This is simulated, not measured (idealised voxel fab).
This is a process module. Its name is voxel double patterning.
Cross-section cut spans 270 nm and uses square cells 5 nm in size.
This document writes a cross-section as a grid whose cells are square, and gives it as bands, listed from the top down; one or more rows of cells form a band. Heights first: top, then bottom, in nm. Then materials, left to right, each with a width in nm. "full width" on a single material: fills the band edge to edge. "blank": empty space. For the purposes of this specification, 0 denotes the height below which the wafer in its as-received condition is composed wholly of one material, and the lowermost band, lacking a lower limit, extends downward without end, as expressed in "from 0 down". Width "30 to 40": first value at the band's top row of cells, second value at its bottom row, equal change from row to row. For the purposes of this document, the phrase "everything unchanged" attached to a step denotes that no cell within the cross-section was modified by that step. Listed in "Encapsulated voids": every empty space of 8 or more cells without an open way to the top. Form: width x height at distance, the distance being from the left edge, all in nm. If you see something after the settings on a step's line, that's the simulator's own remark about that step. When a step includes a mask, the "overlay nm" setting on its line states how far to the right of its planned place that mask lay, and negative values state how far to the left.

The process steps that were planned are listed below
1 RECEIVE: material Si
2 CONFORMAL_DEP: material SiO2, thk nm 10
3 DIRECTIONAL_DEP: material TiN, thk nm 20
4 DIRECTIONAL_DEP: material SiN, thk nm 5
5 DIRECTIONAL_DEP: material aC, thk nm 10
6 PATTERN: tone open, mask id FIRST, material resist, width nm 15, pitch nm 50, thk nm 30, overlay nm 0
7 DIRECTIONAL_ETCH: etch materials aC, depth nm 10
8 STRIP: etch materials resist
9 DIRECTIONAL_ETCH: etch materials SiN, depth nm 5
10 STRIP: etch materials aC
11 DIRECTIONAL_DEP: material aC, thk nm 10
12 PATTERN: tone open, mask id SECOND, material resist, width nm 15, pitch nm 50, thk nm 30, overlay nm 0
13 DIRECTIONAL_ETCH: etch materials aC, depth nm 10
14 STRIP: etch materials resist
15 DIRECTIONAL_ETCH: etch materials SiN, depth nm 5
16 STRIP: etch materials aC
17 DIRECTIONAL_ETCH: etch materials TiN, depth nm 20
18 STRIP: etch materials SiN

Wafer at receipt (post step 1), cross-section
> from 0 down = Si full width
> Encapsulated voids: none

Cross-sectional image of the first of two wafers at the end of the module, the run having proceeded as planned
> from 30 to 10 = TiN=75, then blank=15, then TiN=10, then blank=15, then TiN=10, then blank=15, then TiN=10, then blank=15, then TiN=10, then blank=15, then TiN=80
> from 10 to 0 = SiO2 full width
> from 0 down = Si full width
> Encapsulated voids: none

Presented here is a cross-section of the second of the two wafers as it stood at the end of the module. It was started in the same manner and assigned the same plan as the first wafer; however, one mistake was made in its execution
> from 30 to 10 = TiN=65, then blank=15, then TiN=20, then blank=30, then TiN=20, then blank=30, then TiN=90
> from 10 to 0 = SiO2 full width
> from 0 down = Si full width
> Encapsulated voids: none
The plan and the run diverged here: step 6 did not happen as planned, as run it was PATTERN: tone open, mask id FIRST, material resist, width nm 15, pitch nm 50, thk nm 30, overlay nm -10
If you tally the cells, the second wafer ends up with the same amount of every material as the first; it's all just sitting in different places.
